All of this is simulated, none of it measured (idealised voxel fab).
voxel capacitor over wiring: a process module
Section cut is 240 nm wide and gridded with 5 nm square cells.
In this document a cross-section is written as a grid of square cells. It is given as a series of bands, listed from the top down, and a band is one or more rows of cells.
The entry gives the band's vertical extent as a top height and a bottom height in nm, then its horizontal make-up as materials from left to right, each with a width in nm. "air" stands for empty space; a single material marked "all across" fills the band edge to edge.
It should be noted that heights are counted from 0, beneath which the wafer as supplied is of one material throughout, and that the lowest band possesses no lower boundary but continues downward, as written in "0 -> down".
The width entry "30 to 40" should be interpreted row by row: the top row of cells in the band takes the first number, the bottom row takes the second number, and the change between adjacent rows is uniform throughout.
"nothing different" after a step means that no cell of the cross-section changed.
So "Sealed void inventory" is basically the list of trapped voids: any empty space of 8 cells or more that can't reach the top through an opening. They're written width x height at distance, the distance being from the left edge, and it's all nm.
Text after the settings on a step's line: the simulator's own remark on that step.
"overlay nm" answers the question of how far to the right of plan the mask lay on a step that has a mask, and when it is negative the answer is to the left.
Each pair of cross-sections that follows straddles one process step: the one shows the state before the step, the other the state after it, down to the lowest band that changed and no further. The step in question, and its settings, are given under the pair. Note that a pair is not necessarily a continuation of the pair above it, since pairs can come from different runs of this module on the same starting wafer; it is a continuation only where its entry headed "Incoming profile" says so.

### Incoming profile
    80 -> 70 = SiO2: 90, then air: 15, then SiO2: 135
    70 -> 65 = SiO2: 80, then TiN: 55, then SiO2: 105
    65 -> 60 = SiO2: 80, then HfO2: 55, then SiO2: 105
    60 -> 55 = SiO2: 75, then TiN: 65, then SiO2: 100
    55 -> 40 = lowk: 80, then TiN: 5, then Cu: 5, then TiN: 5, then lowk: 145
    40 -> 35 = SiCN: 80, then TiN: 15, then SiCN: 145
    35 -> 20 = lowk: 75, then TiN: 5, then Cu: 10, then TiN: 5, then lowk: 50, then TiN: 5, then Cu: 10, then TiN: 5, then lowk: 75
    20 -> 15 = SiCN: 75, then TiN: 20, then SiCN: 50, then TiN: 20, then SiCN: 75
    15 -> 0 = SiO2 all across
    0 -> down = Si all across
    Sealed void inventory: none

### Post-Step Section View
    85 -> 80 = SiCN: 95, then air: 5, then SiCN: 140
    80 -> 75 = SiO2: 90, then SiCN: 5, then air: 5, then SiCN: 5, then SiO2: 135
    75 -> 70 = SiO2: 90, then SiCN: 15, then SiO2: 135
    Below 70, the layers are the same as they were.
    Sealed void inventory: none
The process step separating the two cross-sections depicted above is as follows: CONFORMAL_DEP | material SiCN | thk nm 5

Incoming profile: equal to the after panel directly above.

### Post-Step Section View
    95 -> 85 = Ru all across
    85 -> 80 = SiCN: 95, then Ru: 5, then SiCN: 140
    80 -> 75 = SiO2: 90, then SiCN: 5, then Ru: 5, then SiCN: 5, then SiO2: 135
    Below 75, the layers are the same as they were.
    Sealed void inventory: none
The process step separating the two cross-sections depicted above is as follows: FILL_DEP | material Ru | thk nm 10

Incoming profile: equal to the after panel directly above.

### Post-Step Section View
    80 -> 75 = SiO2: 90, then SiCN: 5, then Ru: 5, then SiCN: 5, then SiO2: 135
    Below 75, the layers are the same as they were.
    Sealed void inventory: none
The process step separating the two cross-sections depicted above is as follows: CMP | height nm 80

Incoming profile: equal to the after panel directly above.

### Post-Step Section View
    85 -> 80 = SiN all across
    Below 80, the layers are the same as they were.
    Sealed void inventory: none
The process step separating the two cross-sections depicted above is as follows: CONFORMAL_DEP | material SiN | thk nm 5

### Incoming profile
    80 -> 70 = SiO2 all across
    70 -> 65 = SiO2: 80, then TiN: 55, then SiO2: 105
    65 -> 60 = SiO2: 80, then HfO2: 55, then SiO2: 105
    60 -> 55 = SiO2: 75, then TiN: 65, then SiO2: 100
    55 -> 40 = lowk: 80, then TiN: 5, then Cu: 5, then TiN: 5, then lowk: 145
    40 -> 35 = SiCN: 80, then TiN: 15, then SiCN: 145
    35 -> 20 = lowk: 75, then TiN: 5, then Cu: 10, then TiN: 5, then lowk: 50, then TiN: 5, then Cu: 10, then TiN: 5, then lowk: 75
    20 -> 15 = SiCN: 75, then TiN: 20, then SiCN: 50, then TiN: 20, then SiCN: 75
    15 -> 0 = SiO2 all across
    0 -> down = Si all across
    Sealed void inventory: none

### Post-Step Section View
    80 -> 70 = air: 90, then SiO2: 15, then air: 135
    Below 70, the layers are the same as they were.
    Sealed void inventory: none
The process step separating the two cross-sections depicted above is as follows: MASKED_ETCH | tone cover | mask id PLUG_2 | width nm 15 | etch materials SiO2 | depth nm 10 | overlay nm 0

Incoming profile: equal to the after panel directly above.

### Post-Step Section View
    85 -> 80 = air: 85, then TiN: 25, then air: 130
    80 -> 75 = air: 85, then TiN: 5, then SiO2: 15, then TiN: 5, then air: 130
    75 -> 70 = TiN: 90, then SiO2: 15, then TiN: 135
    Below 70, the layers are the same as they were.
    Sealed void inventory: none
The process step separating the two cross-sections depicted above is as follows: CONFORMAL_DEP | material TiN | thk nm 5

Incoming profile: equal to the after panel directly above.

### Post-Step Section View
    95 -> 85 = Ru all across
    85 -> 80 = Ru: 85, then TiN: 25, then Ru: 130
    80 -> 75 = Ru: 85, then TiN: 5, then SiO2: 15, then TiN: 5, then Ru: 130
    Below 75, the layers are the same as they were.
    Sealed void inventory: none
The process step separating the two cross-sections depicted above is as follows: FILL_DEP | material Ru | thk nm 10

Incoming profile: equal to the after panel directly above.

### Post-Step Section View
    80 -> 75 = Ru: 85, then TiN: 5, then SiO2: 15, then TiN: 5, then Ru: 130
    Below 75, the layers are the same as they were.
    Sealed void inventory: none
The process step separating the two cross-sections depicted above is as follows: CMP | height nm 80

Incoming profile: equal to the after panel directly above.

### Post-Step Section View
    85 -> 80 = SiN all across
    Below 80, the layers are the same as they were.
    Sealed void inventory: none
The process step separating the two cross-sections depicted above is as follows: CONFORMAL_DEP | material SiN | thk nm 5
